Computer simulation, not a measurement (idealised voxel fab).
Module name: voxel self aligned vias (process module)
Each square cell in cross-section cut measures 5 nm, and the section as a whole is 260 nm wide.
When this document writes out a cross-section, it uses a grid of square cells and lists it as bands, beginning at the top and moving down, with a band standing for one or more rows of cells.
First you get the band's top height and its bottom height, in nm, and then the materials it's made of, left to right, with each width in nm. If you see a single material with "edge to edge", that one covers the band edge to edge. "blank" is empty space.
Measure heights from 0. That's the level where, below it, the as-received wafer is all one material. The lowest band is bottomless and extends downward; write it as in "z 0 and below".
You'd read "30->40" like this: the band's top row of cells is as wide as the first number, its bottom row is as wide as the second, and going down, every row changes width by the same amount as the row before did.
"same as before" means the step left every cell of the cross-section as it was.
This entry, "closed voids", enumerates those empty regions of no fewer than 8 cells that possess no open connection to the top. Each region is reported in the form width x height at distance, the distance being taken from the left edge, with all three quantities expressed in nm.
The remark found on a step's line after its settings is issued by the simulator itself and pertains to that step.
A step line may carry the setting "overlay nm", which, for steps involving a mask, states the distance by which the mask lay to the right of its intended position; negative values denote displacement to the left.
### This section lists the process steps that were planned
1,RECEIVE [material Si]
2,CONFORMAL_DEP [material SiO2] [thk nm 15]
3,CONFORMAL_DEP [material SiCN] [thk nm 5]
4,DIRECTIONAL_DEP [material lowk] [thk nm 20]
5,PATTERN [tone open] [mask id LINES] [material resist] [width nm 20] [pitch nm 60] [thk nm 15] [overlay nm 0]
6,DIRECTIONAL_ETCH [etch materials lowk] [depth nm 20]
7,STRIP [etch materials resist]
8,CONFORMAL_DEP [material TiN] [thk nm 5]
9,FILL_DEP [material Ru] [thk nm 10]
10,CMP [height nm 40]
11,SELECTIVE_ETCH [etch materials W Ru TiN] [depth nm 10]
12,FILL_DEP [material SiN] [thk nm 5]
13,CMP [height nm 40]
14,DIRECTIONAL_DEP [material lowk] [thk nm 20]
15,MASKED_ETCH [tone open] [mask id VIAS] [width nm 40] [etch materials lowk] [depth nm 20] [overlay nm 0]
16,MASKED_ETCH [tone open] [mask id VIAS] [width nm 40] [etch materials SiN] [depth nm 10] [overlay nm 0]
17,CONFORMAL_DEP [material TiN] [thk nm 5]
18,FILL_DEP [material Cu] [thk nm 10]
19,CMP [height nm 60]
20,CONFORMAL_DEP [material SiCN] [thk nm 5]
### Step 1 complete: cross-section of the wafer as received
	z 0 and below: Si edge to edge
	closed voids: none
### Wafer cross-section at module end: first of two, run to plan
	z 65 to 60: SiCN edge to edge
	z 60 to 45: lowk (80) / TiN (5) / Cu (30) / TiN (5) / lowk (140)
	z 45 to 40: lowk (80) / TiN (15) / Cu (10) / TiN (15) / lowk (140)
	z 40 to 35: lowk (90) / TiN (5) / Cu (10) / TiN (5) / lowk (40) / SiN (20) / lowk (90)
	z 35 to 30: lowk (90) / TiN (20) / lowk (40) / SiN (20) / lowk (90)
	z 30 to 25: lowk (90) / TiN (5) / Ru (10) / TiN (5) / lowk (40) / TiN (5) / Ru (10) / TiN (5) / lowk (90)
	z 25 to 20: lowk (90) / TiN (20) / lowk (40) / TiN (20) / lowk (90)
	z 20 to 15: SiCN edge to edge
	z 15 to 0: SiO2 edge to edge
	z 0 and below: Si edge to edge
	closed voids: none
### Wafer two, sectioned after the module: the first wafer's start, the first wafer's plan, and one mistake in how it was run
	z 65 to 60: SiCN edge to edge
	z 60 to 45: lowk (80) / TiN (5) / Cu (30) / TiN (5) / lowk (140)
	z 45 to 40: lowk (80) / TiN (10) / Cu (20) / TiN (10) / lowk (140)
	z 40 to 35: lowk (85) / TiN (5) / Cu (20) / TiN (5) / lowk (30) / SiN (30) / lowk (85)
	z 35 to 30: lowk (85) / TiN (30) / lowk (30) / SiN (30) / lowk (85)
	z 30 to 25: lowk (85) / TiN (5) / Ru (20) / TiN (5) / lowk (30) / TiN (5) / Ru (20) / TiN (5) / lowk (85)
	z 25 to 20: lowk (85) / TiN (30) / lowk (30) / TiN (30) / lowk (85)
	z 20 to 15: SiCN edge to edge
	z 15 to 0: SiO2 edge to edge
	z 0 and below: Si edge to edge
	closed voids: none
Which mistake was made when the wafer was run? so step 5 ended up running with a different setting than we planned, it ran as PATTERN [tone open] [mask id LINES] [material resist] [width nm 30] [pitch nm 60] [thk nm 15] [overlay nm 0]
Final comparison by cell count, materials where the second wafer has more or fewer than the first: Cu: 4 more | Ru: 4 more | SiN: 4 more | TiN: 4 more | lowk: 16 fewer
